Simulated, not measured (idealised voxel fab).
The following is a process module called voxel gate over fins.
For reference, the cross-section in this document is cut, with width 230 nm and square cells of 5 nm.
A cross-section is written here as square cells arranged in a grid, and it is given in bands from the top down, each band taking up one or more rows of cells. The band entry comprises the height of the band's top followed by the height of its bottom, expressed in nm, and subsequently the band's materials from left to right, each stated together with its width in nm. Where a single material is marked with the word "edge to edge", that material fills the band from edge to edge. The word "empty" represents empty space. A quick word on heights: they are counted from 0, and under that level the wafer as it came to us is one material throughout. The lowest band is different from the rest in having no bottom; it simply continues downward, written as in "0 down". With a width like "30->40", each row of cells in the band differs from the next by the same amount, the top row carrying the first number and the bottom row the second. Basically "no alteration" means that step didn't change any cell in the cross-section. Any empty space of 8 cells or more lacking an open way to the top shows up in "Enclosed cavity list" as width x height at distance, distance from the left edge, in nm. Post-settings text on a step line: simulator's own remark regarding the step. When a step includes a mask, the "overlay nm" setting on its line states how far to the right of its planned place that mask lay, and negative values state how far to the left.
The process steps that were planned are listed below
- 1: RECEIVE,material Si
- 2: CONFORMAL_DEP,material SiN,thk nm 5
- 3: MASKED_ETCH,tone cover,mask id FINS,width nm 15,pitch nm 45,etch materials SiN,depth nm 5,overlay nm 0
- 4: MASKED_ETCH,tone cover,mask id FINS,width nm 15,pitch nm 45,etch materials Si,depth nm 40,overlay nm 0
- 5: FILL_DEP,material SiO2,thk nm 5
- 6: CMP,height nm 5
- 7: SELECTIVE_ETCH,etch materials SiO2,depth nm 15
- 8: STRIP,etch materials SiN
- 9: CONFORMAL_DEP,material HfO2,thk nm 5
- 10: CONFORMAL_DEP,material TiN,thk nm 5
- 11: FILL_DEP,material W,thk nm 10
- 12: CMP,height nm 15
- 13: CONFORMAL_DEP,material SiCN,thk nm 5
Delivered wafer in cross-section: state after step 1
> 0 down  Si edge to edge
> Enclosed cavity list: none
Looking at the first of two wafers in cross-section at end of module - ran to plan
> 20 to 15  SiCN edge to edge
> 15 to 10  W edge to edge
> 10 to 5  W 75 | TiN 35 | W 10 | TiN 35 | W 75
> 5 to 0  W 75 | TiN 5 | HfO2 25 | TiN 5 | W 10 | TiN 5 | HfO2 25 | TiN 5 | W 75
> 0 to -5  TiN 80 | HfO2 5 | Si 15 | HfO2 5 | TiN 20 | HfO2 5 | Si 15 | HfO2 5 | TiN 80
> -5 to -10  HfO2 85 | Si 15 | HfO2 30 | Si 15 | HfO2 85
> -10 to -40  SiO2 85 | Si 15 | SiO2 30 | Si 15 | SiO2 85
> -40 down  Si edge to edge
> Enclosed cavity list: none
Second wafer cross-section at end of module - shared start and plan with the first, one mistake in the run
> 20 to 15  SiCN edge to edge
> 15 to 10  W edge to edge
> 10 to 5  W 75 | TiN 35 | W 10 | TiN 35 | W 75
> 5 to 0  W 75 | TiN 5 | HfO2 25 | TiN 5 | W 10 | TiN 5 | HfO2 25 | TiN 5 | W 75
> 0 to -5  TiN 80 | HfO2 5 | Si 15 | HfO2 5 | TiN 20 | HfO2 5 | Si 15 | HfO2 5 | TiN 80
> -5 to -10  HfO2 85 | Si 15 | HfO2 30 | Si 15 | HfO2 85
> -10 to -30  SiO2 85 | Si 15 | SiO2 30 | Si 15 | SiO2 85
> -30 down  Si edge to edge
> Enclosed cavity list: none
So what did we get wrong on this run? step 4 was run on a setting that differed from the plan, and what really ran there is MASKED_ETCH,tone cover,mask id FINS,width nm 15,pitch nm 45,etch materials Si,depth nm 30,overlay nm 0
Upon completion, the second wafer contains, in terms of cells, a greater or smaller amount of certain materials than the first wafer: Si +80 | SiO2 -80
